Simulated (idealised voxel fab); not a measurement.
Title: Process Module voxel released beams
We display cut, a cross-section 225 nm in width whose square cells are each 5 nm.
Cross-sections here: square-cell grids, written as top-down lists of bands, a band being one or more rows of cells. Top height, bottom height, nm. Materials left to right, width each, nm. Single material + "throughout" = fills band edge to edge. "air" = empty. Heights are expressed relative to 0, this being the level below which the as-received wafer comprises one material exclusively. The lowest band is unbounded in the downward direction and is denoted as in "z 0 and below". The two numbers in a width such as "30..40" mark its ends across the band: the first belongs to the top row of cells, the second to the bottom row, and from each row to the next the width moves by the same amount. "everything unchanged" for a step: no cell of the cross-section changed in that step. So "Voids, sealed" is basically the list of trapped voids: any empty space of 8 cells or more that can't reach the top through an opening. They're written width x height at distance, the distance being from the left edge, and it's all nm. Text after the settings on a step's line: the simulator's own remark on that step. When a step includes a mask, the "overlay nm" setting on its line states how far to the right of its planned place that mask lay, and negative values state how far to the left.

Set out below are the planned steps of the process:
step 1: RECEIVE (material Si)
step 2: CONFORMAL_DEP (material SiN; thk nm 5)
step 3: DIRECTIONAL_DEP (material SiO2; thk nm 10)
step 4: DIRECTIONAL_DEP (material aC; thk nm 15)
step 5: PATTERN (tone open; mask id ANCHOR; material resist; width nm 45; thk nm 35; overlay nm 0)
step 6: DIRECTIONAL_ETCH (etch materials aC; depth nm 15)
step 7: STRIP (etch materials resist)
step 8: DIRECTIONAL_ETCH (etch materials SiO2; depth nm 10)
step 9: STRIP (etch materials aC)
step 10: CONFORMAL_DEP (material TiN; thk nm 15)
step 11: PATTERN (tone cover; mask id BEAM; material resist; width nm 90; thk nm 20; overlay nm 0)
step 12: DIRECTIONAL_ETCH (etch materials TiN; depth nm 15)
step 13: STRIP (etch materials resist)
step 14: STRIP (etch materials SiO2)

As-received wafer cross-section (after step 1):
- z 0 and below  Si throughout
- Voids, sealed: none

First of two wafers: cross-section at end of module, run per plan:
- z 30 to 20  air: 65, TiN: 20, air: 15, TiN: 55, air: 70
- z 20 to 15  air: 65, TiN: 90, air: 70
- z 15 to 5  air: 70, TiN: 45, air: 110
- z 5 to 0  SiN throughout
- z 0 and below  Si throughout
- Voids, sealed: none

Cross-sectional view: second of two wafers, end of module; start and plan identical to the first, one mistake in running:
- z 30 to 15  air: 65, TiN: 90, air: 70
- z 15 to 10  SiN throughout
- z 10 to 0  SiO2 throughout
- z 0 and below  Si throughout
- Voids, sealed: none
Deviation from plan: the run placed steps 2 and 3 each in the position the plan gave to the other
Bottom line after processing is that, in cells, the second wafer is up or down on some materials versus the first: SiO2 +90; TiN -12
